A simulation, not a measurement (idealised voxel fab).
The document below concerns the process module designated voxel transistor to metal.
We display cut, a cross-section 170 nm in width whose square cells are each 5 nm.
Cross-section = grid of square cells, listed top down in bands; band = one or more rows. Top, bottom (nm), then materials left to right with widths (nm); lone material tagged "full width" fills the whole band edge to edge; "air" = empty space. Where do heights start? At 0: under that level the wafer as delivered is made of one material only. And the lowest band has no floor; it just carries on downward, as in "0 -> down". Width: "30 to 40" (first number = top row, second number = bottom row, same change from row to row of cells). What does "left unchanged" mean for a step? It means no cell of the cross-section changed in that step. Basically, "Entrapped void list" tells you about the enclosed voids: empty spaces with no open way to the top, 8 cells or bigger, each written width x height at distance, where distance is from the left edge, all in nm. Post-settings text on a step line: simulator's own remark regarding the step. A step's line can hold "overlay nm"; with a mask on that step, the setting says how far right of the planned place the mask lay, while a negative setting says it lay to the left. Reading guide: pairs of cross-sections, before and after one process step; after view cut off at lowest changed band; step and settings listed under each pair. Pairs may stem from different runs of this module on the same starting wafer; continuity with the pair above only where the "Before-step section" entry states it.

### Before-step section
> 0 -> down: Si full width
> Entrapped void list: none

### Post-Step Geometry
> 0 -> -5: SiO2 full width
> For the remainder of the cross-section, below -5, there is no change.
> Entrapped void list: none
Before/after cross-sections above; step in between: OXIDIZE,depth nm 5

Before-step section: This step starts from the configuration shown after the step in the pair immediately above.

### Post-Step Geometry
> 15 -> 0: SiN full width
> For the remainder of the cross-section, below 0, there is no change.
> Entrapped void list: none
Before/after cross-sections above; step in between: CONFORMAL_DEP,material SiN,thk nm 15

Before-step section: This step starts from the configuration shown after the step in the pair immediately above.

### Post-Step Geometry
> 30 -> 15: air 30 nm; resist 110 nm; air 30 nm
> For the remainder of the cross-section, below 15, there is no change.
> Entrapped void list: none
Before/after cross-sections above; step in between: PATTERN,tone cover,mask id ACTIVE,material resist,width nm 110,thk nm 15,overlay nm 0

Before-step section: This step starts from the configuration shown after the step in the pair immediately above.

### Post-Step Geometry
> 30 -> 15: air 30 nm; resist 110 nm; air 30 nm
> 15 -> 0: air 30 nm; SiN 110 nm; air 30 nm
> For the remainder of the cross-section, below 0, there is no change.
> Entrapped void list: none
Before/after cross-sections above; step in between: DIRECTIONAL_ETCH,etch materials SiN,depth nm 15

Before-step section: This step starts from the configuration shown after the step in the pair immediately above.

### Post-Step Geometry
> 30 -> 15: air 30 nm; resist 110 nm; air 30 nm
> 15 -> 0: air 30 nm; SiN 110 nm; air 30 nm
> 0 -> -5: air 30 nm; SiO2 110 nm; air 30 nm
> For the remainder of the cross-section, below -5, there is no change.
> Entrapped void list: none
Before/after cross-sections above; step in between: DIRECTIONAL_ETCH,etch materials SiO2,depth nm 5

Before-step section: This step starts from the configuration shown after the step in the pair immediately above.

### Post-Step Geometry
> 30 -> 15: air 30 nm; resist 110 nm; air 30 nm
> 15 -> 0: air 30 nm; SiN 110 nm; air 30 nm
> 0 -> -5: air 30 nm; SiO2 110 nm; air 30 nm
> -5 -> -30: air 30 nm; Si 110 nm; air 30 nm
> For the remainder of the cross-section, below -30, there is no change.
> Entrapped void list: none
Before/after cross-sections above; step in between: DIRECTIONAL_ETCH,etch materials Si,depth nm 25

Before-step section: This step starts from the configuration shown after the step in the pair immediately above.

### Post-Step Geometry
> 15 -> 0: air 30 nm; SiN 110 nm; air 30 nm
> For the remainder of the cross-section, below 0, there is no change.
> Entrapped void list: none
Before/after cross-sections above; step in between: STRIP,etch materials resist

Before-step section: This step starts from the configuration shown after the step in the pair immediately above.

### Post-Step Geometry
> 30 -> 15: SiO2 full width
> 15 -> 0: SiO2 30 nm; SiN 110 nm; SiO2 30 nm
> 0 -> -5: SiO2 full width
> -5 -> -30: SiO2 30 nm; Si 110 nm; SiO2 30 nm
> For the remainder of the cross-section, below -30, there is no change.
> Entrapped void list: none
Before/after cross-sections above; step in between: FILL_DEP,material SiO2,thk nm 15

Before-step section: This step starts from the configuration shown after the step in the pair immediately above.

### Post-Step Geometry
> 15 -> 0: SiO2 30 nm; SiN 110 nm; SiO2 30 nm
> For the remainder of the cross-section, below 0, there is no change.
> Entrapped void list: none
Before/after cross-sections above; step in between: CMP,height nm 15

Before-step section: This step starts from the configuration shown after the step in the pair immediately above.

### Post-Step Geometry
> 15 -> 5: air 30 nm; SiN 110 nm; air 30 nm
> For the remainder of the cross-section, below 5, there is no change.
> Entrapped void list: none
Before/after cross-sections above; step in between: SELECTIVE_ETCH,etch materials SiO2,depth nm 10

Before-step section: This step starts from the configuration shown after the step in the pair immediately above.

### Post-Step Geometry
> 5 -> 0: SiO2 30 nm; air 110 nm; SiO2 30 nm
> For the remainder of the cross-section, below 0, there is no change.
> Entrapped void list: none
Before/after cross-sections above; step in between: STRIP,etch materials SiN

Before-step section: This step starts from the configuration shown after the step in the pair immediately above.

### Post-Step Geometry
> 0 -> -5: SiO2 25 nm; air 120 nm; SiO2 25 nm
> For the remainder of the cross-section, below -5, there is no change.
> Entrapped void list: none
Before/after cross-sections above; step in between: SELECTIVE_ETCH,etch materials SiO2,depth nm 5

Before-step section: This step starts from the configuration shown after the step in the pair immediately above.

### Post-Step Geometry
> 0 -> -5: SiO2 25 nm; air 120 nm; SiO2 25 nm
> -5 -> -10: SiO2 full width
> For the remainder of the cross-section, below -10, there is no change.
> Entrapped void list: none
Before/after cross-sections above; step in between: OXIDIZE,depth nm 5

Before-step section: This step starts from the configuration shown after the step in the pair immediately above.

### Post-Step Geometry
> 30 -> 25: polySi 25 nm; air 120 nm; polySi 25 nm
> 25 -> 0: polySi full width
> 0 -> -5: SiO2 25 nm; polySi 120 nm; SiO2 25 nm
> For the remainder of the cross-section, below -5, there is no change.
> Entrapped void list: none
Before/after cross-sections above; step in between: DIRECTIONAL_DEP,material polySi,thk nm 30

Before-step section: This step starts from the configuration shown after the step in the pair immediately above.

### Post-Step Geometry
> 40 -> 35: SiCN 25 nm; air 120 nm; SiCN 25 nm
> 35 -> 30: SiCN full width
> 30 -> 25: polySi 25 nm; SiCN 120 nm; polySi 25 nm
> For the remainder of the cross-section, below 25, there is no change.
> Entrapped void list: none
Before/after cross-sections above; step in between: DIRECTIONAL_DEP,material SiCN,thk nm 10

Before-step section: This step starts from the configuration shown after the step in the pair immediately above.

### Post-Step Geometry
> 35 -> 30: air 75 nm; SiCN 20 nm; air 75 nm
> 30 -> 25: polySi 25 nm; air 50 nm; SiCN 20 nm; air 50 nm; polySi 25 nm
> For the remainder of the cross-section, below 25, there is no change.
> Entrapped void list: none
Before/after cross-sections above; step in between: MASKED_ETCH,tone cover,mask id GATE,width nm 20,etch materials SiCN,depth nm 20,overlay nm 0

Before-step section: This step starts from the configuration shown after the step in the pair immediately above.

### Post-Step Geometry
> 35 -> 25: air 75 nm; SiCN 20 nm; air 75 nm
> 25 -> 0: air 75 nm; polySi 20 nm; air 75 nm
> 0 -> -5: SiO2 25 nm; air 50 nm; polySi 20 nm; air 50 nm; SiO2 25 nm
> For the remainder of the cross-section, below -5, there is no change.
> Entrapped void list: none
Before/after cross-sections above; step in between: MASKED_ETCH,tone cover,mask id GATE,width nm 20,etch materials polySi,depth nm 40,overlay nm 0

Before-step section: This step starts from the configuration shown after the step in the pair immediately above.

### Post-Step Geometry
> 40 -> 35: air 70 nm; SiO2 30 nm; air 70 nm
> 35 -> 25: air 70 nm; SiO2 5 nm; SiCN 20 nm; SiO2 5 nm; air 70 nm
> 25 -> 5: air 70 nm; SiO2 5 nm; polySi 20 nm; SiO2 5 nm; air 70 nm
> 5 -> 0: SiO2 30 nm; air 40 nm; SiO2 5 nm; polySi 20 nm; SiO2 5 nm; air 40 nm; SiO2 30 nm
> 0 -> -5: SiO2 75 nm; polySi 20 nm; SiO2 75 nm
> For the remainder of the cross-section, below -5, there is no change.
> Entrapped void list: none
Before/after cross-sections above; step in between: CONFORMAL_DEP,material SiO2,thk nm 5

Before-step section: This step starts from the configuration shown after the step in the pair immediately above.

### Post-Step Geometry
> 35 -> 25: air 70 nm; SiO2 5 nm; SiCN 20 nm; SiO2 5 nm; air 70 nm
> 25 -> 0: air 70 nm; SiO2 5 nm; polySi 20 nm; SiO2 5 nm; air 70 nm
> 0 -> -5: SiO2 30 nm; air 40 nm; SiO2 5 nm; polySi 20 nm; SiO2 5 nm; air 40 nm; SiO2 30 nm
> For the remainder of the cross-section, below -5, there is no change.
> Entrapped void list: none
Before/after cross-sections above; step in between: DIRECTIONAL_ETCH,etch materials SiO2,depth nm 5

Before-step section: This step starts from the configuration shown after the step in the pair immediately above.

### Post-Step Geometry
> 40 -> 35: air 65 nm; SiN 40 nm; air 65 nm
> 35 -> 25: air 65 nm; SiN 5 nm; SiO2 5 nm; SiCN 20 nm; SiO2 5 nm; SiN 5 nm; air 65 nm
> 25 -> 5: air 65 nm; SiN 5 nm; SiO2 5 nm; polySi 20 nm; SiO2 5 nm; SiN 5 nm; air 65 nm
> 5 -> 0: SiN 35 nm; air 30 nm; SiN 5 nm; SiO2 5 nm; polySi 20 nm; SiO2 5 nm; SiN 5 nm; air 30 nm; SiN 35 nm
> 0 -> -5: SiO2 30 nm; SiN 40 nm; SiO2 5 nm; polySi 20 nm; SiO2 5 nm; SiN 40 nm; SiO2 30 nm
> For the remainder of the cross-section, below -5, there is no change.
> Entrapped void list: none
Before/after cross-sections above; step in between: CONFORMAL_DEP,material SiN,thk nm 5

Before-step section: This step starts from the configuration shown after the step in the pair immediately above.

### Post-Step Geometry
> 35 -> 25: air 65 nm; SiN 5 nm; SiO2 5 nm; SiCN 20 nm; SiO2 5 nm; SiN 5 nm; air 65 nm
> 25 -> 0: air 65 nm; SiN 5 nm; SiO2 5 nm; polySi 20 nm; SiO2 5 nm; SiN 5 nm; air 65 nm
> 0 -> -5: SiO2 30 nm; SiN 5 nm; air 30 nm; SiN 5 nm; SiO2 5 nm; polySi 20 nm; SiO2 5 nm; SiN 5 nm; air 30 nm; SiN 5 nm; SiO2 30 nm
> For the remainder of the cross-section, below -5, there is no change.
> Entrapped void list: none
Before/after cross-sections above; step in between: DIRECTIONAL_ETCH,etch materials SiN,depth nm 5

Before-step section: This step starts from the configuration shown after the step in the pair immediately above.

### Post-Step Geometry
> 35 -> 30: air 65 nm; SiN 5 nm; air 5 nm; SiCN 20 nm; air 5 nm; SiN 5 nm; air 65 nm
> 30 -> 25: air 65 nm; SiN 5 nm; SiO2 5 nm; SiCN 20 nm; SiO2 5 nm; SiN 5 nm; air 65 nm
> 25 -> 0: air 65 nm; SiN 5 nm; SiO2 5 nm; polySi 20 nm; SiO2 5 nm; SiN 5 nm; air 65 nm
> 0 -> -5: air 30 nm; SiN 5 nm; air 30 nm; SiN 5 nm; SiO2 5 nm; polySi 20 nm; SiO2 5 nm; SiN 5 nm; air 30 nm; SiN 5 nm; air 30 nm
> -5 -> -10: SiO2 35 nm; air 30 nm; SiO2 40 nm; air 30 nm; SiO2 35 nm
> For the remainder of the cross-section, below -10, there is no change.
> Entrapped void list: none
Before/after cross-sections above; step in between: DIRECTIONAL_ETCH,etch materials SiO2,depth nm 5

Before-step section: This step starts from the configuration shown after the step in the pair immediately above.

### Post-Step Geometry
> 35 -> 30: air 65 nm; SiN 5 nm; air 5 nm; SiCN 20 nm; air 5 nm; SiN 5 nm; air 65 nm
> 30 -> 25: air 65 nm; SiN 5 nm; SiO2 5 nm; SiCN 20 nm; SiO2 5 nm; SiN 5 nm; air 65 nm
> 25 -> 0: air 65 nm; SiN 5 nm; SiO2 5 nm; polySi 20 nm; SiO2 5 nm; SiN 5 nm; air 65 nm
> 0 -> -5: air 30 nm; SiN 5 nm; air 30 nm; SiN 5 nm; SiO2 5 nm; polySi 20 nm; SiO2 5 nm; SiN 5 nm; air 30 nm; SiN 5 nm; air 30 nm
> -5 -> -10: SiO2 35 nm; air 30 nm; SiO2 40 nm; air 30 nm; SiO2 35 nm
> -10 -> -25: SiO2 30 nm; Si 5 nm; air 30 nm; Si 40 nm; air 30 nm; Si 5 nm; SiO2 30 nm
> For the remainder of the cross-section, below -25, there is no change.
> Entrapped void list: none
Before/after cross-sections above; step in between: DIRECTIONAL_ETCH,etch materials Si,depth nm 15

Before-step section: This step starts from the configuration shown after the step in the pair immediately above.

### Post-Step Geometry
> 35 -> 30: air 65 nm; SiN 5 nm; air 5 nm; SiCN 20 nm; air 5 nm; SiN 5 nm; air 65 nm
> 30 -> 25: air 65 nm; SiN 5 nm; SiO2 5 nm; SiCN 20 nm; SiO2 5 nm; SiN 5 nm; air 65 nm
> 25 -> 10: air 65 nm; SiN 5 nm; SiO2 5 nm; polySi 20 nm; SiO2 5 nm; SiN 5 nm; air 65 nm
> 10 -> 0: air 25 nm; nSi 40 nm; SiN 5 nm; SiO2 5 nm; polySi 20 nm; SiO2 5 nm; SiN 5 nm; nSi 40 nm; air 25 nm
> 0 -> -5: air 25 nm; nSi 5 nm; SiN 5 nm; nSi 30 nm; SiN 5 nm; SiO2 5 nm; polySi 20 nm; SiO2 5 nm; SiN 5 nm; nSi 30 nm; SiN 5 nm; nSi 5 nm; air 25 nm
> -5 -> -10: SiO2 35 nm; nSi 30 nm; SiO2 40 nm; nSi 30 nm; SiO2 35 nm
> -10 -> -25: SiO2 30 nm; Si 5 nm; nSi 30 nm; Si 40 nm; nSi 30 nm; Si 5 nm; SiO2 30 nm
> For the remainder of the cross-section, below -25, there is no change.
> Entrapped void list: none
Before/after cross-sections above; step in between: EPI,material nSi,thk nm 20

Before-step section: This step starts from the configuration shown after the step in the pair immediately above.

### Post-Step Geometry
> 40 -> 35: SiO2 full width
> 35 -> 25: SiO2 65 nm; SiN 5 nm; SiO2 5 nm; SiCN 20 nm; SiO2 5 nm; SiN 5 nm; SiO2 65 nm
> 25 -> 10: SiO2 65 nm; SiN 5 nm; SiO2 5 nm; polySi 20 nm; SiO2 5 nm; SiN 5 nm; SiO2 65 nm
> 10 -> 0: SiO2 25 nm; nSi 40 nm; SiN 5 nm; SiO2 5 nm; polySi 20 nm; SiO2 5 nm; SiN 5 nm; nSi 40 nm; SiO2 25 nm
> 0 -> -5: SiO2 25 nm; nSi 5 nm; SiN 5 nm; nSi 30 nm; SiN 5 nm; SiO2 5 nm; polySi 20 nm; SiO2 5 nm; SiN 5 nm; nSi 30 nm; SiN 5 nm; nSi 5 nm; SiO2 25 nm
> For the remainder of the cross-section, below -5, there is no change.
> Entrapped void list: none
Before/after cross-sections above; step in between: FILL_DEP,material SiO2,thk nm 5

Before-step section: This step starts from the configuration shown after the step in the pair immediately above.

### Post-Step Geometry
> 35 -> 25: SiO2 65 nm; SiN 5 nm; SiO2 5 nm; SiCN 20 nm; SiO2 5 nm; SiN 5 nm; SiO2 65 nm
> For the remainder of the cross-section, below 25, there is no change.
> Entrapped void list: none
Before/after cross-sections above; step in between: CMP,height nm 35

Before-step section: This step starts from the configuration shown after the step in the pair immediately above.

### Post-Step Geometry
> 50 -> 35: SiO2 full width
> For the remainder of the cross-section, below 35, there is no change.
> Entrapped void list: none
Before/after cross-sections above; step in between: DIRECTIONAL_DEP,material SiO2,thk nm 15

Before-step section: This step starts from the configuration shown after the step in the pair immediately above.

### Post-Step Geometry
> 65 -> 50: resist 40 nm; air 30 nm; resist 30 nm; air 30 nm; resist 40 nm
> For the remainder of the cross-section, below 50, there is no change.
> Entrapped void list: none
Before/after cross-sections above; step in between: PATTERN,tone open,mask id CONTACT,material resist,width nm 30,pitch nm 60,thk nm 15,overlay nm 0

Before-step section: This step starts from the configuration shown after the step in the pair immediately above.

### Post-Step Geometry
> 65 -> 50: resist 40 nm; air 30 nm; resist 30 nm; air 30 nm; resist 40 nm
> 50 -> 35: SiO2 40 nm; air 30 nm; SiO2 30 nm; air 30 nm; SiO2 40 nm
> 35 -> 25: SiO2 40 nm; air 25 nm; SiN 5 nm; SiO2 5 nm; SiCN 20 nm; SiO2 5 nm; SiN 5 nm; air 25 nm; SiO2 40 nm
> 25 -> 10: SiO2 40 nm; air 25 nm; SiN 5 nm; SiO2 5 nm; polySi 20 nm; SiO2 5 nm; SiN 5 nm; air 25 nm; SiO2 40 nm
> For the remainder of the cross-section, below 10, there is no change.
> Entrapped void list: none
Before/after cross-sections above; step in between: DIRECTIONAL_ETCH,etch materials SiO2,depth nm 40

Before-step section: This step starts from the configuration shown after the step in the pair immediately above.

### Post-Step Geometry
> 50 -> 35: SiO2 40 nm; air 30 nm; SiO2 30 nm; air 30 nm; SiO2 40 nm
> For the remainder of the cross-section, below 35, there is no change.
> Entrapped void list: none
Before/after cross-sections above; step in between: STRIP,etch materials resist

Before-step section: This step starts from the configuration shown after the step in the pair immediately above.

### Post-Step Geometry
> 55 -> 50: TiN 45 nm; air 20 nm; TiN 40 nm; air 20 nm; TiN 45 nm
> 50 -> 40: SiO2 40 nm; TiN 5 nm; air 20 nm; TiN 5 nm; SiO2 30 nm; TiN 5 nm; air 20 nm; TiN 5 nm; SiO2 40 nm
> 40 -> 35: SiO2 40 nm; TiN 5 nm; air 15 nm; TiN 10 nm; SiO2 30 nm; TiN 10 nm; air 15 nm; TiN 5 nm; SiO2 40 nm
> 35 -> 25: SiO2 40 nm; TiN 5 nm; air 15 nm; TiN 5 nm; SiN 5 nm; SiO2 5 nm; SiCN 20 nm; SiO2 5 nm; SiN 5 nm; TiN 5 nm; air 15 nm; TiN 5 nm; SiO2 40 nm
> 25 -> 15: SiO2 40 nm; TiN 5 nm; air 15 nm; TiN 5 nm; SiN 5 nm; SiO2 5 nm; polySi 20 nm; SiO2 5 nm; SiN 5 nm; TiN 5 nm; air 15 nm; TiN 5 nm; SiO2 40 nm
> 15 -> 10: SiO2 40 nm; TiN 25 nm; SiN 5 nm; SiO2 5 nm; polySi 20 nm; SiO2 5 nm; SiN 5 nm; TiN 25 nm; SiO2 40 nm
> For the remainder of the cross-section, below 10, there is no change.
> Entrapped void list: none
Before/after cross-sections above; step in between: CONFORMAL_DEP,material TiN,thk nm 5

Before-step section: This step starts from the configuration shown after the step in the pair immediately above.

### Post-Step Geometry
> 65 -> 55: W full width
> 55 -> 50: TiN 45 nm; W 20 nm; TiN 40 nm; W 20 nm; TiN 45 nm
> 50 -> 40: SiO2 40 nm; TiN 5 nm; W 20 nm; TiN 5 nm; SiO2 30 nm; TiN 5 nm; W 20 nm; TiN 5 nm; SiO2 40 nm
> 40 -> 35: SiO2 40 nm; TiN 5 nm; W 15 nm; TiN 10 nm; SiO2 30 nm; TiN 10 nm; W 15 nm; TiN 5 nm; SiO2 40 nm
> 35 -> 25: SiO2 40 nm; TiN 5 nm; W 15 nm; TiN 5 nm; SiN 5 nm; SiO2 5 nm; SiCN 20 nm; SiO2 5 nm; SiN 5 nm; TiN 5 nm; W 15 nm; TiN 5 nm; SiO2 40 nm
> 25 -> 15: SiO2 40 nm; TiN 5 nm; W 15 nm; TiN 5 nm; SiN 5 nm; SiO2 5 nm; polySi 20 nm; SiO2 5 nm; SiN 5 nm; TiN 5 nm; W 15 nm; TiN 5 nm; SiO2 40 nm
> For the remainder of the cross-section, below 15, there is no change.
> Entrapped void list: none
Before/after cross-sections above; step in between: FILL_DEP,material W,thk nm 10

Before-step section: This step starts from the configuration shown after the step in the pair immediately above.

### Post-Step Geometry
> 50 -> 40: SiO2 40 nm; TiN 5 nm; W 20 nm; TiN 5 nm; SiO2 30 nm; TiN 5 nm; W 20 nm; TiN 5 nm; SiO2 40 nm
> For the remainder of the cross-section, below 40, there is no change.
> Entrapped void list: none
Before/after cross-sections above; step in between: CMP,height nm 50

Before-step section: This step starts from the configuration shown after the step in the pair immediately above.

### Post-Step Geometry
> 55 -> 50: TiN full width
> For the remainder of the cross-section, below 50, there is no change.
> Entrapped void list: none
Before/after cross-sections above; step in between: DIRECTIONAL_DEP,material TiN,thk nm 5

Before-step section: This step starts from the configuration shown after the step in the pair immediately above.

### Post-Step Geometry
> 70 -> 55: W full width
> For the remainder of the cross-section, below 55, there is no change.
> Entrapped void list: none
Before/after cross-sections above; step in between: DIRECTIONAL_DEP,material W,thk nm 15

Before-step section: This step starts from the configuration shown after the step in the pair immediately above.

### Post-Step Geometry
> 85 -> 70: air 40 nm; resist 20 nm; air 50 nm; resist 20 nm; air 40 nm
> For the remainder of the cross-section, below 70, there is no change.
> Entrapped void list: none
Before/after cross-sections above; step in between: PATTERN,tone cover,mask id METAL_1,material resist,width nm 20,pitch nm 70,thk nm 15,overlay nm 0

Before-step section: This step starts from the configuration shown after the step in the pair immediately above.

### Post-Step Geometry
> 85 -> 70: air 40 nm; resist 20 nm; air 50 nm; resist 20 nm; air 40 nm
> 70 -> 55: air 40 nm; W 20 nm; air 50 nm; W 20 nm; air 40 nm
> For the remainder of the cross-section, below 55, there is no change.
> Entrapped void list: none
Before/after cross-sections above; step in between: DIRECTIONAL_ETCH,etch materials W,depth nm 15

Before-step section: This step starts from the configuration shown after the step in the pair immediately above.

### Post-Step Geometry
> 85 -> 70: air 40 nm; resist 20 nm; air 50 nm; resist 20 nm; air 40 nm
> 70 -> 55: air 40 nm; W 20 nm; air 50 nm; W 20 nm; air 40 nm
> 55 -> 50: air 40 nm; TiN 20 nm; air 50 nm; TiN 20 nm; air 40 nm
> For the remainder of the cross-section, below 50, there is no change.
> Entrapped void list: none
Before/after cross-sections above; step in between: DIRECTIONAL_ETCH,etch materials TiN,depth nm 5

Before-step section: This step starts from the configuration shown after the step in the pair immediately above.

### Post-Step Geometry
> 70 -> 55: air 40 nm; W 20 nm; air 50 nm; W 20 nm; air 40 nm
> For the remainder of the cross-section, below 55, there is no change.
> Entrapped void list: none
Before/after cross-sections above; step in between: STRIP,etch materials resist

Before-step section: This step starts from the configuration shown after the step in the pair immediately above.

### Post-Step Geometry
> 75 -> 70: air 35 nm; SiN 30 nm; air 40 nm; SiN 30 nm; air 35 nm
> 70 -> 55: air 35 nm; SiN 5 nm; W 20 nm; SiN 5 nm; air 40 nm; SiN 5 nm; W 20 nm; SiN 5 nm; air 35 nm
> 55 -> 50: SiN 40 nm; TiN 20 nm; SiN 50 nm; TiN 20 nm; SiN 40 nm
> For the remainder of the cross-section, below 50, there is no change.
> Entrapped void list: none
Before/after cross-sections above; step in between: CONFORMAL_DEP,material SiN,thk nm 5

Before-step section: This step starts from the configuration shown after the step in the pair immediately above.

### Post-Step Geometry
> 85 -> 75: lowk full width
> 75 -> 70: lowk 35 nm; SiN 30 nm; lowk 40 nm; SiN 30 nm; lowk 35 nm
> 70 -> 55: lowk 35 nm; SiN 5 nm; W 20 nm; SiN 5 nm; lowk 40 nm; SiN 5 nm; W 20 nm; SiN 5 nm; lowk 35 nm
> For the remainder of the cross-section, below 55, there is no change.
> Entrapped void list: none
Before/after cross-sections above; step in between: FILL_DEP,material lowk,thk nm 10

Before-step section: This step starts from the configuration shown after the step in the pair immediately above.

### Post-Step Geometry
> 70 -> 55: lowk 35 nm; SiN 5 nm; W 20 nm; SiN 5 nm; lowk 40 nm; SiN 5 nm; W 20 nm; SiN 5 nm; lowk 35 nm
> For the remainder of the cross-section, below 55, there is no change.
> Entrapped void list: none
Before/after cross-sections above; step in between: CMP,height nm 70

Before-step section: This step starts from the configuration shown after the step in the pair immediately above.

### Post-Step Geometry
> 75 -> 70: SiCN full width
> For the remainder of the cross-section, below 70, there is no change.
> Entrapped void list: none
Before/after cross-sections above; step in between: CONFORMAL_DEP,material SiCN,thk nm 5

Before-step section: This step starts from the configuration shown after the step in the pair immediately above.

### Post-Step Geometry
> 100 -> 75: lowk full width
> For the remainder of the cross-section, below 75, there is no change.
> Entrapped void list: none
Before/after cross-sections above; step in between: DIRECTIONAL_DEP,material lowk,thk nm 25

Before-step section: This step starts from the configuration shown after the step in the pair immediately above.

### Post-Step Geometry
> 110 -> 100: aC full width
> For the remainder of the cross-section, below 100, there is no change.
> Entrapped void list: none
Before/after cross-sections above; step in between: DIRECTIONAL_DEP,material aC,thk nm 10

Before-step section: This step starts from the configuration shown after the step in the pair immediately above.

### Post-Step Geometry
> 135 -> 110: resist 40 nm; air 15 nm; resist 55 nm; air 15 nm; resist 45 nm
> For the remainder of the cross-section, below 110, there is no change.
> Entrapped void list: none
Before/after cross-sections above; step in between: PATTERN,tone open,mask id METAL_2_HOLES,material resist,width nm 15,pitch nm 70,thk nm 25,overlay nm 0

Before-step section: This step starts from the configuration shown after the step in the pair immediately above.

### Post-Step Geometry
> 125 -> 110: resist 40 nm; air 15 nm; resist 55 nm; air 15 nm; resist 45 nm
> 110 -> 100: aC 40 nm; air 15 nm; aC 55 nm; air 15 nm; aC 45 nm
> For the remainder of the cross-section, below 100, there is no change.
> Entrapped void list: none
Before/after cross-sections above; step in between: DIRECTIONAL_ETCH,etch materials aC,depth nm 10

Before-step section: This step starts from the configuration shown after the step in the pair immediately above.

### Post-Step Geometry
> 110 -> 100: aC 40 nm; air 15 nm; aC 55 nm; air 15 nm; aC 45 nm
> For the remainder of the cross-section, below 100, there is no change.
> Entrapped void list: none
Before/after cross-sections above; step in between: STRIP,etch materials resist

Before-step section: This step starts from the configuration shown after the step in the pair immediately above.

### Post-Step Geometry
> 110 -> 100: aC 40 nm; air 15 nm; aC 55 nm; air 15 nm; aC 45 nm
> 100 -> 75: lowk 40 nm; air 15 nm; lowk 55 nm; air 15 nm; lowk 45 nm
> For the remainder of the cross-section, below 75, there is no change.
> Entrapped void list: none
Before/after cross-sections above; step in between: DIRECTIONAL_ETCH,etch materials lowk,depth nm 25

Before-step section: This step starts from the configuration shown after the step in the pair immediately above.

### Post-Step Geometry
> 100 -> 75: lowk 40 nm; air 15 nm; lowk 55 nm; air 15 nm; lowk 45 nm
> For the remainder of the cross-section, below 75, there is no change.
> Entrapped void list: none
Before/after cross-sections above; step in between: STRIP,etch materials aC

Before-step section: This step starts from the configuration shown after the step in the pair immediately above.

### Post-Step Geometry
> 100 -> 85: lowk 40 nm; air 20 nm; lowk 50 nm; air 20 nm; lowk 40 nm
> For the remainder of the cross-section, below 85, there is no change.
> Entrapped void list: none
Before/after cross-sections above; step in between: MASKED_ETCH,tone open,mask id METAL_2,width nm 20,pitch nm 70,etch materials lowk,depth nm 15,overlay nm 0

Before-step section: This step starts from the configuration shown after the step in the pair immediately above.

### Post-Step Geometry
> 100 -> 85: lowk 40 nm; air 20 nm; lowk 50 nm; air 20 nm; lowk 40 nm
> 85 -> 75: lowk 40 nm; air 15 nm; lowk 55 nm; air 15 nm; lowk 45 nm
> 75 -> 70: SiCN 40 nm; air 15 nm; SiCN 55 nm; air 15 nm; SiCN 45 nm
> For the remainder of the cross-section, below 70, there is no change.
> Entrapped void list: none
Before/after cross-sections above; step in between: MASKED_ETCH,tone open,mask id METAL_2,width nm 20,pitch nm 70,etch materials SiCN,depth nm 5,overlay nm 0

Before-step section: This step starts from the configuration shown after the step in the pair immediately above.

### Post-Step Geometry
> 105 -> 100: TiN 45 nm; air 10 nm; TiN 60 nm; air 10 nm; TiN 45 nm
> 100 -> 90: lowk 40 nm; TiN 5 nm; air 10 nm; TiN 5 nm; lowk 50 nm; TiN 5 nm; air 10 nm; TiN 5 nm; lowk 40 nm
> 90 -> 85: lowk 40 nm; TiN 5 nm; air 5 nm; TiN 10 nm; lowk 50 nm; TiN 5 nm; air 5 nm; TiN 10 nm; lowk 40 nm
> 85 -> 75: lowk 40 nm; TiN 5 nm; air 5 nm; TiN 5 nm; lowk 55 nm; TiN 5 nm; air 5 nm; TiN 5 nm; lowk 45 nm
> 75 -> 70: SiCN 40 nm; TiN 15 nm; SiCN 55 nm; TiN 15 nm; SiCN 45 nm
> For the remainder of the cross-section, below 70, there is no change.
> Entrapped void list: none
Before/after cross-sections above; step in between: CONFORMAL_DEP,material TiN,thk nm 5

Before-step section: This step starts from the configuration shown after the step in the pair immediately above.

### Post-Step Geometry
> 115 -> 105: Cu full width
> 105 -> 100: TiN 45 nm; Cu 10 nm; TiN 60 nm; Cu 10 nm; TiN 45 nm
> 100 -> 90: lowk 40 nm; TiN 5 nm; Cu 10 nm; TiN 5 nm; lowk 50 nm; TiN 5 nm; Cu 10 nm; TiN 5 nm; lowk 40 nm
> 90 -> 85: lowk 40 nm; TiN 5 nm; Cu 5 nm; TiN 10 nm; lowk 50 nm; TiN 5 nm; Cu 5 nm; TiN 10 nm; lowk 40 nm
> 85 -> 75: lowk 40 nm; TiN 5 nm; Cu 5 nm; TiN 5 nm; lowk 55 nm; TiN 5 nm; Cu 5 nm; TiN 5 nm; lowk 45 nm
> For the remainder of the cross-section, below 75, there is no change.
> Entrapped void list: none
Before/after cross-sections above; step in between: FILL_DEP,material Cu,thk nm 10

Before-step section: This step starts from the configuration shown after the step in the pair immediately above.

### Post-Step Geometry
> 100 -> 90: lowk 40 nm; TiN 5 nm; Cu 10 nm; TiN 5 nm; lowk 50 nm; TiN 5 nm; Cu 10 nm; TiN 5 nm; lowk 40 nm
> For the remainder of the cross-section, below 90, there is no change.
> Entrapped void list: none
Before/after cross-sections above; step in between: CMP,height nm 100

Before-step section: This step starts from the configuration shown after the step in the pair immediately above.

### Post-Step Geometry
> 105 -> 100: SiCN full width
> For the remainder of the cross-section, below 100, there is no change.
> Entrapped void list: none
Before/after cross-sections above; step in between: CONFORMAL_DEP,material SiCN,thk nm 5
